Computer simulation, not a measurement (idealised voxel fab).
process module | voxel transistor to metal
cross-section cut | 290 nm wide | cells 5 nm
A cross-section is a grid of square cells, given in bands from the top down. A band is one or more rows of cells.
Each band's line starts with the height of the band's top and of its bottom, in nm. Then come its materials from left to right, each with its width in nm. One material with "throughout" fills the band from edge to edge. "air" is empty space.
Height 0 is the level under which the wafer as received is all one material. The lowest band goes on downwards, as in "0 down".
A width such as "30 to 40" changes by the same amount from each row of cells to the next, from the band's top row to its bottom row.
"no change" after a step means that no cell of the cross-section changed.
closed voids: empty space of 8 cells or more with no open way to the top, each as width x height at its distance from the left edge, in nm
after a step's settings: what the simulator itself notes on the step
overlay nm, on a step with a mask: how far to the right of its planned place the mask lay; to the left if negative
plan
1 op RECEIVE | material Si
2 op OXIDIZE | depth nm 5
3 op CONFORMAL_DEP | material SiN | thk nm 10
4 op PATTERN | tone cover | mask id ACTIVE | material resist | width nm 115 | pitch nm 140 | thk nm 15 | overlay nm 0
5 op DIRECTIONAL_ETCH | etch materials SiN | depth nm 10
6 op DIRECTIONAL_ETCH | etch materials SiO2 | depth nm 5
7 op DIRECTIONAL_ETCH | etch materials Si | depth nm 35
8 op STRIP | etch materials resist
9 op FILL_DEP | material SiO2 | thk nm 10
10 op CMP | height nm 10
11 op SELECTIVE_ETCH | etch materials SiO2 | depth nm 10
12 op STRIP | etch materials SiN
13 op SELECTIVE_ETCH | etch materials SiO2 | depth nm 5
14 op OXIDIZE | depth nm 5
15 op DIRECTIONAL_DEP | material polySi | thk nm 20
16 op DIRECTIONAL_DEP | material SiCN | thk nm 15
17 op PATTERN | tone cover | mask id GATE | material resist | width nm 25 | pitch nm 140 | thk nm 15 | overlay nm 0
18 op DIRECTIONAL_ETCH | etch materials SiCN | depth nm 25
19 op DIRECTIONAL_ETCH | etch materials polySi | depth nm 30
20 op STRIP | etch materials resist
21 op CONFORMAL_DEP | material SiN | thk nm 5
22 op DIRECTIONAL_ETCH | etch materials SiN | depth nm 5
23 op DIRECTIONAL_ETCH | etch materials SiO2 | depth nm 5
24 op DIRECTIONAL_ETCH | etch materials Si | depth nm 15
25 op EPI | material nSi | thk nm 20
26 op FILL_DEP | material SiO2 | thk nm 10
27 op CMP | height nm 15
28 op STRIP | etch materials polySi
29 op SELECTIVE_ETCH | etch materials SiO2 | depth nm 5
30 op CONFORMAL_DEP | material HfO2 | thk nm 5
31 op CONFORMAL_DEP | material TiN | thk nm 5
32 op FILL_DEP | material W | thk nm 10
33 op CMP | height nm 10
34 op DIRECTIONAL_DEP | material SiO2 | thk nm 15
35 op MASKED_ETCH | tone open | mask id CONTACT | width nm 15 | etch materials SiO2 | depth nm 30 | overlay nm 0
36 op CONFORMAL_DEP | material TiN | thk nm 5
37 op FILL_DEP | material Ru | thk nm 5
38 op CMP | height nm 25
39 op CONFORMAL_DEP | material SiN | thk nm 5
40 op DIRECTIONAL_DEP | material SiO2 | thk nm 20
41 op DIRECTIONAL_DEP | material aC | thk nm 10
42 op PATTERN | tone open | mask id METAL_1 | material resist | width nm 15 | thk nm 30 | overlay nm 0
43 op DIRECTIONAL_ETCH | etch materials aC | depth nm 10
44 op STRIP | etch materials resist
45 op DIRECTIONAL_ETCH | etch materials SiO2 | depth nm 20
46 op DIRECTIONAL_ETCH | etch materials SiN | depth nm 5
47 op STRIP | etch materials aC
48 op CONFORMAL_DEP | material TiN | thk nm 5
49 op FILL_DEP | material Cu | thk nm 5
50 op CMP | height nm 50
51 op EPI | material Ru | thk nm 5
52 op FILL_DEP | material SiCN | thk nm 5
first wafer, as planned
as received, after step 1
  0 down: Si throughout
  closed voids: none
after step 2
  0 to -5: SiO2 throughout
  below -5: unchanged
after step 3
  10 to 0: SiN throughout
  below 0: unchanged
after step 4
  25 to 10: air 15 | resist 115 | air 25 | resist 115 | air 20
  below 10: unchanged
after step 5
  25 to 10: air 15 | resist 115 | air 25 | resist 115 | air 20
  10 to 0: air 15 | SiN 115 | air 25 | SiN 115 | air 20
  below 0: unchanged
after step 6
  25 to 10: air 15 | resist 115 | air 25 | resist 115 | air 20
  10 to 0: air 15 | SiN 115 | air 25 | SiN 115 | air 20
  0 to -5: air 15 | SiO2 115 | air 25 | SiO2 115 | air 20
  below -5: unchanged
after step 7
  25 to 10: air 15 | resist 115 | air 25 | resist 115 | air 20
  10 to 0: air 15 | SiN 115 | air 25 | SiN 115 | air 20
  0 to -5: air 15 | SiO2 115 | air 25 | SiO2 115 | air 20
  -5 to -40: air 15 | Si 115 | air 25 | Si 115 | air 20
  below -40: unchanged
after step 8
  10 to 0: air 15 | SiN 115 | air 25 | SiN 115 | air 20
  below 0: unchanged
after step 9
  20 to 10: SiO2 throughout
  10 to 0: SiO2 15 | SiN 115 | SiO2 25 | SiN 115 | SiO2 20
  0 to -5: SiO2 throughout
  -5 to -40: SiO2 15 | Si 115 | SiO2 25 | Si 115 | SiO2 20
  below -40: unchanged
after step 10
  10 to 0: SiO2 15 | SiN 115 | SiO2 25 | SiN 115 | SiO2 20
  below 0: unchanged
after step 11
  10 to 0: air 15 | SiN 115 | air 25 | SiN 115 | air 20
  below 0: unchanged
after step 12
  0 to -5: SiO2 throughout
  below -5: unchanged
after step 13
  -5 to -40: SiO2 15 | Si 115 | SiO2 25 | Si 115 | SiO2 20
  below -40: unchanged
after step 14
  -5 to -10: SiO2 throughout
  below -10: unchanged
after step 15
  15 to -5: polySi throughout
  below -5: unchanged
after step 16
  30 to 15: SiCN throughout
  below 15: unchanged
after step 17
  45 to 30: air 60 | resist 25 | air 115 | resist 25 | air 65
  below 30: unchanged
after step 18
  45 to 30: air 60 | resist 25 | air 115 | resist 25 | air 65
  30 to 15: air 60 | SiCN 25 | air 115 | SiCN 25 | air 65
  below 15: unchanged
after step 19
  45 to 30: air 60 | resist 25 | air 115 | resist 25 | air 65
  30 to 15: air 60 | SiCN 25 | air 115 | SiCN 25 | air 65
  15 to -5: air 60 | polySi 25 | air 115 | polySi 25 | air 65
  below -5: unchanged
after step 20
  30 to 15: air 60 | SiCN 25 | air 115 | SiCN 25 | air 65
  below 15: unchanged
after step 21
  35 to 30: air 55 | SiN 35 | air 105 | SiN 35 | air 60
  30 to 15: air 55 | SiN 5 | SiCN 25 | SiN 5 | air 105 | SiN 5 | SiCN 25 | SiN 5 | air 60
  15 to 0: air 55 | SiN 5 | polySi 25 | SiN 5 | air 105 | SiN 5 | polySi 25 | SiN 5 | air 60
  0 to -5: SiN 60 | polySi 25 | SiN 115 | polySi 25 | SiN 65
  below -5: unchanged
after step 22
  30 to 15: air 55 | SiN 5 | SiCN 25 | SiN 5 | air 105 | SiN 5 | SiCN 25 | SiN 5 | air 60
  15 to -5: air 55 | SiN 5 | polySi 25 | SiN 5 | air 105 | SiN 5 | polySi 25 | SiN 5 | air 60
  below -5: unchanged
after step 23
  30 to 15: air 55 | SiN 5 | SiCN 25 | SiN 5 | air 105 | SiN 5 | SiCN 25 | SiN 5 | air 60
  15 to -5: air 55 | SiN 5 | polySi 25 | SiN 5 | air 105 | SiN 5 | polySi 25 | SiN 5 | air 60
  -5 to -10: air 55 | SiO2 35 | air 105 | SiO2 35 | air 60
  below -10: unchanged
after step 24
  30 to 15: air 55 | SiN 5 | SiCN 25 | SiN 5 | air 105 | SiN 5 | SiCN 25 | SiN 5 | air 60
  15 to -5: air 55 | SiN 5 | polySi 25 | SiN 5 | air 105 | SiN 5 | polySi 25 | SiN 5 | air 60
  -5 to -10: air 55 | SiO2 35 | air 105 | SiO2 35 | air 60
  -10 to -25: SiO2 15 | air 40 | Si 35 | air 40 | SiO2 25 | air 40 | Si 35 | air 40 | SiO2 20
  below -25: unchanged
after step 25
  30 to 15: air 55 | SiN 5 | SiCN 25 | SiN 5 | air 105 | SiN 5 | SiCN 25 | SiN 5 | air 60
  15 to 10: air 55 | SiN 5 | polySi 25 | SiN 5 | air 105 | SiN 5 | polySi 25 | SiN 5 | air 60
  10 to -5: air 35 | nSi 20 | SiN 5 | polySi 25 | SiN 5 | nSi 20 | air 65 | nSi 20 | SiN 5 | polySi 25 | SiN 5 | nSi 20 | air 40
  -5 to -10: air 10 | nSi 45 | SiO2 35 | nSi 45 | air 15 | nSi 45 | SiO2 35 | nSi 45 | air 15
  -10 to -25: SiO2 15 | nSi 40 | Si 35 | nSi 40 | SiO2 25 | nSi 40 | Si 35 | nSi 40 | SiO2 20
  below -25: unchanged
after step 26
  40 to 30: SiO2 throughout
  30 to 15: SiO2 55 | SiN 5 | SiCN 25 | SiN 5 | SiO2 105 | SiN 5 | SiCN 25 | SiN 5 | SiO2 60
  15 to 10: SiO2 55 | SiN 5 | polySi 25 | SiN 5 | SiO2 105 | SiN 5 | polySi 25 | SiN 5 | SiO2 60
  10 to -5: SiO2 35 | nSi 20 | SiN 5 | polySi 25 | SiN 5 | nSi 20 | SiO2 65 | nSi 20 | SiN 5 | polySi 25 | SiN 5 | nSi 20 | SiO2 40
  -5 to -10: SiO2 10 | nSi 45 | SiO2 35 | nSi 45 | SiO2 15 | nSi 45 | SiO2 35 | nSi 45 | SiO2 15
  below -10: unchanged
after step 27
  15 to 10: SiO2 55 | SiN 5 | polySi 25 | SiN 5 | SiO2 105 | SiN 5 | polySi 25 | SiN 5 | SiO2 60
  below 10: unchanged
after step 28
  15 to 10: SiO2 55 | SiN 5 | air 25 | SiN 5 | SiO2 105 | SiN 5 | air 25 | SiN 5 | SiO2 60
  10 to -5: SiO2 35 | nSi 20 | SiN 5 | air 25 | SiN 5 | nSi 20 | SiO2 65 | nSi 20 | SiN 5 | air 25 | SiN 5 | nSi 20 | SiO2 40
  below -5: unchanged
after step 29
  15 to 10: air 55 | SiN 5 | air 25 | SiN 5 | air 105 | SiN 5 | air 25 | SiN 5 | air 60
  10 to -5: SiO2 35 | nSi 20 | SiN 5 | air 25 | SiN 5 | nSi 20 | SiO2 65 | nSi 20 | SiN 5 | air 25 | SiN 5 | nSi 20 | SiO2 40
  -5 to -10: SiO2 10 | nSi 45 | air 35 | nSi 45 | SiO2 15 | nSi 45 | air 35 | nSi 45 | SiO2 15
  below -10: unchanged
after step 30
  20 to 15: air 50 | HfO2 15 | air 15 | HfO2 15 | air 95 | HfO2 15 | air 15 | HfO2 15 | air 55
  15 to 10: HfO2 55 | SiN 5 | HfO2 5 | air 15 | HfO2 5 | SiN 5 | HfO2 105 | SiN 5 | HfO2 5 | air 15 | HfO2 5 | SiN 5 | HfO2 60
  10 to -5: SiO2 35 | nSi 20 | SiN 5 | HfO2 5 | air 15 | HfO2 5 | SiN 5 | nSi 20 | SiO2 65 | nSi 20 | SiN 5 | HfO2 5 | air 15 | HfO2 5 | SiN 5 | nSi 20 | SiO2 40
  -5 to -10: SiO2 10 | nSi 45 | HfO2 35 | nSi 45 | SiO2 15 | nSi 45 | HfO2 35 | nSi 45 | SiO2 15
  below -10: unchanged
after step 31
  25 to 20: air 45 | TiN 25 | air 5 | TiN 25 | air 85 | TiN 25 | air 5 | TiN 25 | air 50
  20 to 15: TiN 50 | HfO2 15 | TiN 5 | air 5 | TiN 5 | HfO2 15 | TiN 95 | HfO2 15 | TiN 5 | air 5 | TiN 5 | HfO2 15 | TiN 55
  15 to 10: HfO2 55 | SiN 5 | HfO2 5 | TiN 5 | air 5 | TiN 5 | HfO2 5 | SiN 5 | HfO2 105 | SiN 5 | HfO2 5 | TiN 5 | air 5 | TiN 5 | HfO2 5 | SiN 5 | HfO2 60
  10 to 0: SiO2 35 | nSi 20 | SiN 5 | HfO2 5 | TiN 5 | air 5 | TiN 5 | HfO2 5 | SiN 5 | nSi 20 | SiO2 65 | nSi 20 | SiN 5 | HfO2 5 | TiN 5 | air 5 | TiN 5 | HfO2 5 | SiN 5 | nSi 20 | SiO2 40
  0 to -5: SiO2 35 | nSi 20 | SiN 5 | HfO2 5 | TiN 15 | HfO2 5 | SiN 5 | nSi 20 | SiO2 65 | nSi 20 | SiN 5 | HfO2 5 | TiN 15 | HfO2 5 | SiN 5 | nSi 20 | SiO2 40
  below -5: unchanged
after step 32
  35 to 25: W throughout
  25 to 20: W 45 | TiN 25 | W 5 | TiN 25 | W 85 | TiN 25 | W 5 | TiN 25 | W 50
  20 to 15: TiN 50 | HfO2 15 | TiN 5 | W 5 | TiN 5 | HfO2 15 | TiN 95 | HfO2 15 | TiN 5 | W 5 | TiN 5 | HfO2 15 | TiN 55
  15 to 10: HfO2 55 | SiN 5 | HfO2 5 | TiN 5 | W 5 | TiN 5 | HfO2 5 | SiN 5 | HfO2 105 | SiN 5 | HfO2 5 | TiN 5 | W 5 | TiN 5 | HfO2 5 | SiN 5 | HfO2 60
  10 to 0: SiO2 35 | nSi 20 | SiN 5 | HfO2 5 | TiN 5 | W 5 | TiN 5 | HfO2 5 | SiN 5 | nSi 20 | SiO2 65 | nSi 20 | SiN 5 | HfO2 5 | TiN 5 | W 5 | TiN 5 | HfO2 5 | SiN 5 | nSi 20 | SiO2 40
  below 0: unchanged
after step 33
  10 to 0: SiO2 35 | nSi 20 | SiN 5 | HfO2 5 | TiN 5 | W 5 | TiN 5 | HfO2 5 | SiN 5 | nSi 20 | SiO2 65 | nSi 20 | SiN 5 | HfO2 5 | TiN 5 | W 5 | TiN 5 | HfO2 5 | SiN 5 | nSi 20 | SiO2 40
  below 0: unchanged
after step 34
  25 to 10: SiO2 throughout
  below 10: unchanged
after step 35
  25 to 10: SiO2 25 | air 15 | SiO2 65 | air 15 | SiO2 45 | air 15 | SiO2 65 | air 15 | SiO2 30
  10 to 0: SiO2 25 | air 10 | nSi 20 | SiN 5 | HfO2 5 | TiN 5 | W 5 | TiN 5 | HfO2 5 | SiN 5 | nSi 20 | air 10 | SiO2 45 | air 10 | nSi 20 | SiN 5 | HfO2 5 | TiN 5 | W 5 | TiN 5 | HfO2 5 | SiN 5 | nSi 20 | air 10 | SiO2 30
  0 to -5: SiO2 25 | air 10 | nSi 20 | SiN 5 | HfO2 5 | TiN 15 | HfO2 5 | SiN 5 | nSi 20 | air 10 | SiO2 45 | air 10 | nSi 20 | SiN 5 | HfO2 5 | TiN 15 | HfO2 5 | SiN 5 | nSi 20 | air 10 | SiO2 30
  below -5: unchanged
after step 36
  30 to 25: TiN 30 | air 5 | TiN 75 | air 5 | TiN 55 | air 5 | TiN 75 | air 5 | TiN 35
  25 to 15: SiO2 25 | TiN 5 | air 5 | TiN 5 | SiO2 65 | TiN 5 | air 5 | TiN 5 | SiO2 45 | TiN 5 | air 5 | TiN 5 | SiO2 65 | TiN 5 | air 5 | TiN 5 | SiO2 30
  15 to 10: SiO2 25 | TiN 15 | SiO2 65 | TiN 15 | SiO2 45 | TiN 15 | SiO2 65 | TiN 15 | SiO2 30
  10 to 0: SiO2 25 | TiN 10 | nSi 20 | SiN 5 | HfO2 5 | TiN 5 | W 5 | TiN 5 | HfO2 5 | SiN 5 | nSi 20 | TiN 10 | SiO2 45 | TiN 10 | nSi 20 | SiN 5 | HfO2 5 | TiN 5 | W 5 | TiN 5 | HfO2 5 | SiN 5 | nSi 20 | TiN 10 | SiO2 30
  0 to -5: SiO2 25 | TiN 10 | nSi 20 | SiN 5 | HfO2 5 | TiN 15 | HfO2 5 | SiN 5 | nSi 20 | TiN 10 | SiO2 45 | TiN 10 | nSi 20 | SiN 5 | HfO2 5 | TiN 15 | HfO2 5 | SiN 5 | nSi 20 | TiN 10 | SiO2 30
  below -5: unchanged
after step 37
  35 to 30: Ru throughout
  30 to 25: TiN 30 | Ru 5 | TiN 75 | Ru 5 | TiN 55 | Ru 5 | TiN 75 | Ru 5 | TiN 35
  25 to 15: SiO2 25 | TiN 5 | Ru 5 | TiN 5 | SiO2 65 | TiN 5 | Ru 5 | TiN 5 | SiO2 45 | TiN 5 | Ru 5 | TiN 5 | SiO2 65 | TiN 5 | Ru 5 | TiN 5 | SiO2 30
  below 15: unchanged
after step 38
  25 to 15: SiO2 25 | TiN 5 | Ru 5 | TiN 5 | SiO2 65 | TiN 5 | Ru 5 | TiN 5 | SiO2 45 | TiN 5 | Ru 5 | TiN 5 | SiO2 65 | TiN 5 | Ru 5 | TiN 5 | SiO2 30
  below 15: unchanged
after step 39
  30 to 25: SiN throughout
  below 25: unchanged
after step 40
  50 to 30: SiO2 throughout
  below 30: unchanged
after step 41
  60 to 50: aC throughout
  below 50: unchanged
after step 42
  90 to 60: resist 25 | air 15 | resist 65 | air 15 | resist 45 | air 15 | resist 65 | air 15 | resist 30
  below 60: unchanged
after step 43
  80 to 60: resist 25 | air 15 | resist 65 | air 15 | resist 45 | air 15 | resist 65 | air 15 | resist 30
  60 to 50: aC 25 | air 15 | aC 65 | air 15 | aC 45 | air 15 | aC 65 | air 15 | aC 30
  below 50: unchanged
after step 44
  60 to 50: aC 25 | air 15 | aC 65 | air 15 | aC 45 | air 15 | aC 65 | air 15 | aC 30
  below 50: unchanged
after step 45
  60 to 50: aC 25 | air 15 | aC 65 | air 15 | aC 45 | air 15 | aC 65 | air 15 | aC 30
  50 to 30: SiO2 25 | air 15 | SiO2 65 | air 15 | SiO2 45 | air 15 | SiO2 65 | air 15 | SiO2 30
  below 30: unchanged
after step 46
  60 to 50: aC 25 | air 15 | aC 65 | air 15 | aC 45 | air 15 | aC 65 | air 15 | aC 30
  50 to 30: SiO2 25 | air 15 | SiO2 65 | air 15 | SiO2 45 | air 15 | SiO2 65 | air 15 | SiO2 30
  30 to 25: SiN 25 | air 15 | SiN 65 | air 15 | SiN 45 | air 15 | SiN 65 | air 15 | SiN 30
  below 25: unchanged
after step 47
  50 to 30: SiO2 25 | air 15 | SiO2 65 | air 15 | SiO2 45 | air 15 | SiO2 65 | air 15 | SiO2 30
  below 30: unchanged
after step 48
  55 to 50: TiN 30 | air 5 | TiN 75 | air 5 | TiN 55 | air 5 | TiN 75 | air 5 | TiN 35
  50 to 30: SiO2 25 | TiN 5 | air 5 | TiN 5 | SiO2 65 | TiN 5 | air 5 | TiN 5 | SiO2 45 | TiN 5 | air 5 | TiN 5 | SiO2 65 | TiN 5 | air 5 | TiN 5 | SiO2 30
  30 to 25: SiN 25 | TiN 15 | SiN 65 | TiN 15 | SiN 45 | TiN 15 | SiN 65 | TiN 15 | SiN 30
  below 25: unchanged
after step 49
  60 to 55: Cu throughout
  55 to 50: TiN 30 | Cu 5 | TiN 75 | Cu 5 | TiN 55 | Cu 5 | TiN 75 | Cu 5 | TiN 35
  50 to 30: SiO2 25 | TiN 5 | Cu 5 | TiN 5 | SiO2 65 | TiN 5 | Cu 5 | TiN 5 | SiO2 45 | TiN 5 | Cu 5 | TiN 5 | SiO2 65 | TiN 5 | Cu 5 | TiN 5 | SiO2 30
  below 30: unchanged
after step 50
  50 to 30: SiO2 25 | TiN 5 | Cu 5 | TiN 5 | SiO2 65 | TiN 5 | Cu 5 | TiN 5 | SiO2 45 | TiN 5 | Cu 5 | TiN 5 | SiO2 65 | TiN 5 | Cu 5 | TiN 5 | SiO2 30
  below 30: unchanged
after step 51
  55 to 50: air 20 | Ru 25 | air 55 | Ru 25 | air 35 | Ru 25 | air 55 | Ru 25 | air 25
  below 50: unchanged
after step 52
  60 to 55: SiCN throughout
  55 to 50: SiCN 20 | Ru 25 | SiCN 55 | Ru 25 | SiCN 35 | Ru 25 | SiCN 55 | Ru 25 | SiCN 25
  below 50: unchanged
second wafer: like start, like plan, one mistake. Through step 31 it matches the first wafer
when step 32 should have ended
  35 to 25: SiO2 throughout
  25 to 20: SiO2 45 | TiN 25 | SiO2 5 | TiN 25 | SiO2 85 | TiN 25 | SiO2 5 | TiN 25 | SiO2 50
  20 to 15: TiN 50 | HfO2 15 | TiN 5 | SiO2 5 | TiN 5 | HfO2 15 | TiN 95 | HfO2 15 | TiN 5 | SiO2 5 | TiN 5 | HfO2 15 | TiN 55
  15 to 10: HfO2 55 | SiN 5 | HfO2 5 | TiN 5 | SiO2 5 | TiN 5 | HfO2 5 | SiN 5 | HfO2 105 | SiN 5 | HfO2 5 | TiN 5 | SiO2 5 | TiN 5 | HfO2 5 | SiN 5 | HfO2 60
  10 to 0: SiO2 35 | nSi 20 | SiN 5 | HfO2 5 | TiN 5 | SiO2 5 | TiN 5 | HfO2 5 | SiN 5 | nSi 20 | SiO2 65 | nSi 20 | SiN 5 | HfO2 5 | TiN 5 | SiO2 5 | TiN 5 | HfO2 5 | SiN 5 | nSi 20 | SiO2 40
  below 0: unchanged
when step 33 should have ended
  10 to 0: SiO2 35 | nSi 20 | SiN 5 | HfO2 5 | TiN 5 | SiO2 5 | TiN 5 | HfO2 5 | SiN 5 | nSi 20 | SiO2 65 | nSi 20 | SiN 5 | HfO2 5 | TiN 5 | SiO2 5 | TiN 5 | HfO2 5 | SiN 5 | nSi 20 | SiO2 40
  below 0: unchanged
when step 34 should have ended
  25 to 10: SiO2 throughout
  below 10: unchanged
when step 35 should have ended
  25 to 10: SiO2 25 | air 15 | SiO2 65 | air 15 | SiO2 45 | air 15 | SiO2 65 | air 15 | SiO2 30
  10 to 0: SiO2 25 | air 10 | nSi 20 | SiN 5 | HfO2 5 | TiN 5 | SiO2 5 | TiN 5 | HfO2 5 | SiN 5 | nSi 20 | air 10 | SiO2 45 | air 10 | nSi 20 | SiN 5 | HfO2 5 | TiN 5 | SiO2 5 | TiN 5 | HfO2 5 | SiN 5 | nSi 20 | air 10 | SiO2 30
  0 to -5: SiO2 25 | air 10 | nSi 20 | SiN 5 | HfO2 5 | TiN 15 | HfO2 5 | SiN 5 | nSi 20 | air 10 | SiO2 45 | air 10 | nSi 20 | SiN 5 | HfO2 5 | TiN 15 | HfO2 5 | SiN 5 | nSi 20 | air 10 | SiO2 30
  below -5: unchanged
when step 36 should have ended
  30 to 25: TiN 30 | air 5 | TiN 75 | air 5 | TiN 55 | air 5 | TiN 75 | air 5 | TiN 35
  25 to 15: SiO2 25 | TiN 5 | air 5 | TiN 5 | SiO2 65 | TiN 5 | air 5 | TiN 5 | SiO2 45 | TiN 5 | air 5 | TiN 5 | SiO2 65 | TiN 5 | air 5 | TiN 5 | SiO2 30
  15 to 10: SiO2 25 | TiN 15 | SiO2 65 | TiN 15 | SiO2 45 | TiN 15 | SiO2 65 | TiN 15 | SiO2 30
  10 to 0: SiO2 25 | TiN 10 | nSi 20 | SiN 5 | HfO2 5 | TiN 5 | SiO2 5 | TiN 5 | HfO2 5 | SiN 5 | nSi 20 | TiN 10 | SiO2 45 | TiN 10 | nSi 20 | SiN 5 | HfO2 5 | TiN 5 | SiO2 5 | TiN 5 | HfO2 5 | SiN 5 | nSi 20 | TiN 10 | SiO2 30
  0 to -5: SiO2 25 | TiN 10 | nSi 20 | SiN 5 | HfO2 5 | TiN 15 | HfO2 5 | SiN 5 | nSi 20 | TiN 10 | SiO2 45 | TiN 10 | nSi 20 | SiN 5 | HfO2 5 | TiN 15 | HfO2 5 | SiN 5 | nSi 20 | TiN 10 | SiO2 30
  below -5: unchanged
when step 37 should have ended
  35 to 30: Ru throughout
  30 to 25: TiN 30 | Ru 5 | TiN 75 | Ru 5 | TiN 55 | Ru 5 | TiN 75 | Ru 5 | TiN 35
  25 to 15: SiO2 25 | TiN 5 | Ru 5 | TiN 5 | SiO2 65 | TiN 5 | Ru 5 | TiN 5 | SiO2 45 | TiN 5 | Ru 5 | TiN 5 | SiO2 65 | TiN 5 | Ru 5 | TiN 5 | SiO2 30
  below 15: unchanged
when step 38 should have ended
  25 to 15: SiO2 25 | TiN 5 | Ru 5 | TiN 5 | SiO2 65 | TiN 5 | Ru 5 | TiN 5 | SiO2 45 | TiN 5 | Ru 5 | TiN 5 | SiO2 65 | TiN 5 | Ru 5 | TiN 5 | SiO2 30
  below 15: unchanged
when step 39 should have ended
  30 to 25: SiN throughout
  below 25: unchanged
when step 40 should have ended
  50 to 30: SiO2 throughout
  below 30: unchanged
when step 41 should have ended
  60 to 50: aC throughout
  below 50: unchanged
when step 42 should have ended
  90 to 60: resist 25 | air 15 | resist 65 | air 15 | resist 45 | air 15 | resist 65 | air 15 | resist 30
  below 60: unchanged
when step 43 should have ended
  80 to 60: resist 25 | air 15 | resist 65 | air 15 | resist 45 | air 15 | resist 65 | air 15 | resist 30
  60 to 50: aC 25 | air 15 | aC 65 | air 15 | aC 45 | air 15 | aC 65 | air 15 | aC 30
  below 50: unchanged
when step 44 should have ended
  60 to 50: aC 25 | air 15 | aC 65 | air 15 | aC 45 | air 15 | aC 65 | air 15 | aC 30
  below 50: unchanged
when step 45 should have ended
  60 to 50: aC 25 | air 15 | aC 65 | air 15 | aC 45 | air 15 | aC 65 | air 15 | aC 30
  50 to 30: SiO2 25 | air 15 | SiO2 65 | air 15 | SiO2 45 | air 15 | SiO2 65 | air 15 | SiO2 30
  below 30: unchanged
when step 46 should have ended
  60 to 50: aC 25 | air 15 | aC 65 | air 15 | aC 45 | air 15 | aC 65 | air 15 | aC 30
  50 to 30: SiO2 25 | air 15 | SiO2 65 | air 15 | SiO2 45 | air 15 | SiO2 65 | air 15 | SiO2 30
  30 to 25: SiN 25 | air 15 | SiN 65 | air 15 | SiN 45 | air 15 | SiN 65 | air 15 | SiN 30
  below 25: unchanged
when step 47 should have ended
  50 to 30: SiO2 25 | air 15 | SiO2 65 | air 15 | SiO2 45 | air 15 | SiO2 65 | air 15 | SiO2 30
  below 30: unchanged
when step 48 should have ended
  55 to 50: TiN 30 | air 5 | TiN 75 | air 5 | TiN 55 | air 5 | TiN 75 | air 5 | TiN 35
  50 to 30: SiO2 25 | TiN 5 | air 5 | TiN 5 | SiO2 65 | TiN 5 | air 5 | TiN 5 | SiO2 45 | TiN 5 | air 5 | TiN 5 | SiO2 65 | TiN 5 | air 5 | TiN 5 | SiO2 30
  30 to 25: SiN 25 | TiN 15 | SiN 65 | TiN 15 | SiN 45 | TiN 15 | SiN 65 | TiN 15 | SiN 30
  below 25: unchanged
when step 49 should have ended
  60 to 55: Cu throughout
  55 to 50: TiN 30 | Cu 5 | TiN 75 | Cu 5 | TiN 55 | Cu 5 | TiN 75 | Cu 5 | TiN 35
  50 to 30: SiO2 25 | TiN 5 | Cu 5 | TiN 5 | SiO2 65 | TiN 5 | Cu 5 | TiN 5 | SiO2 45 | TiN 5 | Cu 5 | TiN 5 | SiO2 65 | TiN 5 | Cu 5 | TiN 5 | SiO2 30
  below 30: unchanged
when step 50 should have ended
  50 to 30: SiO2 25 | TiN 5 | Cu 5 | TiN 5 | SiO2 65 | TiN 5 | Cu 5 | TiN 5 | SiO2 45 | TiN 5 | Cu 5 | TiN 5 | SiO2 65 | TiN 5 | Cu 5 | TiN 5 | SiO2 30
  below 30: unchanged
when step 51 should have ended
  55 to 50: air 20 | Ru 25 | air 55 | Ru 25 | air 35 | Ru 25 | air 55 | Ru 25 | air 25
  below 50: unchanged
when step 52 should have ended
  60 to 55: SiCN throughout
  55 to 50: SiCN 20 | Ru 25 | SiCN 55 | Ru 25 | SiCN 35 | Ru 25 | SiCN 55 | Ru 25 | SiCN 25
  below 50: unchanged
what went wrong: step 32 ran as: op FILL_DEP | material SiO2 | thk nm 10
at the end the second wafer has, in cells: 4 more of SiO2 | 4 fewer of W
